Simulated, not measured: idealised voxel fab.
process module | voxel self aligned vias
cross-section cut | 165 nm wide | cells 5 nm
A cross-section is a grid of square cells, given in bands from the top down. A band is one or more rows of cells.
Each band's line starts with the height of the band's top and of its bottom, in nm. Then come its materials from left to right, each with its width in nm. One material with "throughout" fills the band from edge to edge. "air" is empty space.
Height 0 is the level under which the wafer as received is all one material. The lowest band goes on downwards, as in "0 down".
A width such as "30 to 40" changes by the same amount from each row of cells to the next, from the band's top row to its bottom row.
"no change" after a step means that no cell of the cross-section changed.
closed voids: empty space of 8 cells or more with no open way to the top, each as width x height at its distance from the left edge, in nm
after a step's settings: what the simulator itself notes on the step
overlay nm, on a step with a mask: how far to the right of its planned place the mask lay; to the left if negative
plan
1 op RECEIVE | material Si
2 op CONFORMAL_DEP | material SiO2 | thk nm 15
3 op CONFORMAL_DEP | material SiCN | thk nm 5
4 op DIRECTIONAL_DEP | material SiO2 | thk nm 30
5 op PATTERN | tone open | mask id LINES | material resist | width nm 25 | pitch nm 75 | thk nm 20 | overlay nm 0
6 op DIRECTIONAL_ETCH | etch materials SiO2 | depth nm 30
7 op STRIP | etch materials resist
8 op CONFORMAL_DEP | material TiN | thk nm 5
9 op FILL_DEP | material Ru | thk nm 5
10 op CMP | height nm 50
11 op SELECTIVE_ETCH | etch materials W Ru TiN | depth nm 5
12 op FILL_DEP | material SiN | thk nm 5
13 op CMP | height nm 50
14 op DIRECTIONAL_DEP | material SiO2 | thk nm 20
15 op PATTERN | tone open | mask id VIAS | material resist | width nm 45 | pitch nm 75 | thk nm 20 | overlay nm 0
16 op DIRECTIONAL_ETCH | etch materials SiO2 | depth nm 20
17 op DIRECTIONAL_ETCH | etch materials SiN | depth nm 5
18 op STRIP | etch materials resist
19 op CONFORMAL_DEP | material TiN | thk nm 5
20 op FILL_DEP | material Cu | thk nm 10
21 op CMP | height nm 70
22 op CONFORMAL_DEP | material SiN | thk nm 5
as received, after step 1
  0 down: Si throughout
  closed voids: none
a wafer at the end: this start, this plan, one mistake
  75 to 70: SiN throughout
  70 to 50: SiO2 20 | TiN 5 | Cu 35 | TiN 5 | SiO2 30 | TiN 5 | Cu 35 | TiN 5 | SiO2 25
  50 to 45: SiN 20 | TiN 45 | SiN 30 | TiN 45 | SiN 25
  45 to 20: SiO2 30 | TiN 5 | Ru 15 | TiN 5 | SiO2 50 | TiN 5 | Ru 15 | TiN 5 | SiO2 35
  20 to 15: SiO2 30 | TiN 25 | SiO2 50 | TiN 25 | SiO2 35
  15 to 0: SiO2 throughout
  0 down: Si throughout
  closed voids: none
what went wrong: step 3 was left out
